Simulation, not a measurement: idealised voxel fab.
Presented below is a process module, voxel air gaps.
Section shown: cut. Width: 220 nm. Cell size: 5 nm, square.
Cross-section, as written here: a square-cell grid given band by band from the top down, where a band holds one or more rows of cells.
It is stipulated that each band's entry specify, in nanometres, the height of the top of the band and then that of its bottom, followed by the materials of the band in left-to-right sequence, each together with its width in nanometres. A single material marked by the word "all across" is understood to fill the band from edge to edge; the word "blank" is understood to denote empty space.
It should be noted that heights are counted from 0, beneath which the wafer as supplied is of one material throughout, and that the lowest band possesses no lower boundary but continues downward, as written in "from 0 down".
Graded width ("30..40"): value in top row of band = first number; value in bottom row = second number; row-to-row change constant.
"changes: none" for a step: no cell of the cross-section changed in that step.
If an empty space has no open way to the top and is at least 8 cells in size, "Entrapped void list" lists it, written width x height at distance, where distance is measured from the left edge and every value is in nm.
The remark found on a step's line after its settings is issued by the simulator itself and pertains to that step.
"overlay nm" denotes, for a step that has a mask, the displacement of the mask to the right of its planned place, with negative values corresponding to the left.
THE PLANNED PROCESS STEPS ARE ENUMERATED HEREUNDER
- 1: RECEIVE: material Si
- 2: CONFORMAL_DEP: material SiO2, thk nm 10
- 3: CONFORMAL_DEP: material SiCN, thk nm 5
- 4: DIRECTIONAL_DEP: material SiO2, thk nm 30
- 5: PATTERN: tone open, mask id LINES, material resist, width nm 25, pitch nm 50, thk nm 15, overlay nm 0
- 6: DIRECTIONAL_ETCH: etch materials SiO2, depth nm 30
- 7: STRIP: etch materials resist
- 8: CONFORMAL_DEP: material TiN, thk nm 5
- 9: FILL_DEP: material Ru, thk nm 5
- 10: CMP: height nm 45
- 11: EPI: material Ru, thk nm 10
- 12: SELECTIVE_ETCH: etch materials SiO2, depth nm 40
- 13: CONFORMAL_DEP: material SiCN, thk nm 5
CROSS-SECTION OF THE WAFER AT RECEIPT, WHICH IS THE CONDITION AFTER STEP 1
	from 0 down: Si all across
	Entrapped void list: none
WAFER AT MODULE END, IN SECTION. BEGAN AS ABOVE, PLANNED AS ABOVE, RUN WITH ONE MISTAKE
	from 60 to 55: SiCN all across
	from 55 to 45: 30 nm Ru; 5 nm SiCN; 45 nm Ru; 5 nm SiCN; 45 nm Ru; 5 nm SiCN; 45 nm Ru; 5 nm SiCN; 35 nm Ru
	from 45 to 40: 15 nm Ru; 5 nm TiN; 25 nm SiCN; 5 nm TiN; 15 nm Ru; 5 nm TiN; 25 nm SiCN; 5 nm TiN; 15 nm Ru; 5 nm TiN; 25 nm SiCN; 5 nm TiN; 15 nm Ru; 5 nm TiN; 25 nm SiCN; 5 nm TiN; 20 nm Ru
	from 40 to 20: 15 nm Ru; 5 nm TiN; 5 nm SiCN; 15 nm blank; 5 nm SiCN; 5 nm TiN; 15 nm Ru; 5 nm TiN; 5 nm SiCN; 15 nm blank; 5 nm SiCN; 5 nm TiN; 15 nm Ru; 5 nm TiN; 5 nm SiCN; 15 nm blank; 5 nm SiCN; 5 nm TiN; 15 nm Ru; 5 nm TiN; 5 nm SiCN; 15 nm blank; 5 nm SiCN; 5 nm TiN; 20 nm Ru
	from 20 to 15: 20 nm TiN; 25 nm SiCN; 25 nm TiN; 25 nm SiCN; 25 nm TiN; 25 nm SiCN; 25 nm TiN; 25 nm SiCN; 25 nm TiN
	from 15 to 10: SiCN all across
	from 10 to 0: SiO2 all across
	from 0 down: Si all across
	Entrapped void list: 15 x 20 at 25; 15 x 20 at 75; 15 x 20 at 125; 15 x 20 at 175
Nonconformance to the process plan: so step 5 ended up running with a different setting than we planned, it ran as PATTERN: tone cover, mask id LINES, material resist, width nm 25, pitch nm 50, thk nm 15, overlay nm 0
